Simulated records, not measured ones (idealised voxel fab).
This is a process module. Its name is voxel self aligned vias.
Shown is cross-section cut, with a width of 170 nm and square cells of size 5 nm.
Cross-section = grid of square cells, listed top down in bands; band = one or more rows. Within each band entry, the heights of the top and of the bottom of the band appear first, in that order and in nm; the materials of the band then follow from left to right, each with its corresponding width in nm. The designation "edge to edge" on a single material indicates that it fills the band from edge to edge; the designation "air" indicates empty space. Ref level 0: as-received wafer is one material below here. Bottom band extends down with no lower bound ("from 0 down"). The two numbers in a width such as "30->40" mark its ends across the band: the first belongs to the top row of cells, the second to the bottom row, and from each row to the next the width moves by the same amount. It should be understood that the words "remained the same", when stated for a given step, signify that the cross-section underwent no change in any of its cells during that step. "Voids, fully enclosed" - sealed voids, min. 8 cells, no opening to top; format: width x height at distance (distance from left edge; nm throughout). That trailing text on a step's line, after the settings, is the simulator's own remark on the step. overlay nm: mask offset rightward from planned place, masked step; negative means leftward offset.
**The process steps that were planned are listed below**
1. RECEIVE (material Si)
2. CONFORMAL_DEP (material SiO2; thk nm 15)
3. CONFORMAL_DEP (material SiCN; thk nm 5)
4. DIRECTIONAL_DEP (material SiO2; thk nm 30)
5. MASKED_ETCH (tone open; mask id LINES; width nm 30; pitch nm 75; etch materials SiO2; depth nm 30; overlay nm 0)
6. CONFORMAL_DEP (material TiN; thk nm 5)
7. FILL_DEP (material W; thk nm 5)
8. CMP (height nm 50)
9. SELECTIVE_ETCH (etch materials W Ru TiN; depth nm 10)
10. FILL_DEP (material SiN; thk nm 5)
11. CMP (height nm 50)
12. DIRECTIONAL_DEP (material SiO2; thk nm 20)
13. PATTERN (tone open; mask id VIAS; material resist; width nm 50; pitch nm 75; thk nm 20; overlay nm 0)
14. DIRECTIONAL_ETCH (etch materials SiO2; depth nm 20)
15. DIRECTIONAL_ETCH (etch materials SiN; depth nm 10)
16. STRIP (etch materials resist)
17. CONFORMAL_DEP (material TiN; thk nm 5)
18. FILL_DEP (material Cu; thk nm 5)
19. CMP (height nm 70)
20. CONFORMAL_DEP (material SiCN; thk nm 5)
**Cross-section of the wafer upon arrival, representing the state reached after step 1**
  from 0 down  Si edge to edge
  Voids, fully enclosed: none
**Sectioned view, first of two wafers, at the close of the module, processed as intended in the plan**
  from 75 to 70  SiCN edge to edge
  from 70 to 55  20 SiO2 / 5 TiN / 40 Cu / 5 TiN / 25 SiO2 / 5 TiN / 40 Cu / 5 TiN / 25 SiO2
  from 55 to 45  20->30 SiO2 / 15->5 TiN / 20 Cu / 15->5 TiN / 25->45 SiO2 / 15->5 TiN / 20 Cu / 15->5 TiN / 25->35 SiO2
  from 45 to 40  30 SiO2 / 30 TiN / 45 SiO2 / 30 TiN / 35 SiO2
  from 40 to 25  30 SiO2 / 5 TiN / 20 W / 5 TiN / 45 SiO2 / 5 TiN / 20 W / 5 TiN / 35 SiO2
  from 25 to 20  30 SiO2 / 30 TiN / 45 SiO2 / 30 TiN / 35 SiO2
  from 20 to 15  SiCN edge to edge
  from 15 to 0  SiO2 edge to edge
  from 0 down  Si edge to edge
  Voids, fully enclosed: none
**Cross-section, wafer two of two, end of module: same start and plan as wafer one, one error in execution**
  from 75 to 70  SiCN edge to edge
  from 70 to 55  20 SiO2 / 5 TiN / 40 Cu / 5 TiN / 25 SiO2 / 5 TiN / 40 Cu / 5 TiN / 25 SiO2
  from 55 to 45  20->30 SiO2 / 15->5 TiN / 20 Cu / 15->5 TiN / 25->45 SiO2 / 15->5 TiN / 20 Cu / 15->5 TiN / 25->35 SiO2
  from 45 to 35  30 SiO2 / 30 TiN / 45 SiO2 / 30 TiN / 35 SiO2
  from 35 to 30  SiCN edge to edge
  from 30 to 0  SiO2 edge to edge
  from 0 down  Si edge to edge
  Voids, fully enclosed: none
It is concluded that the wafer was processed incorrectly with respect to the plan, in that step 2 from the plan got run twice
Wrapping up, a cell-based count of both wafers puts the second over or under the first for these materials: +36 SiO2, -12 TiN, -24 W
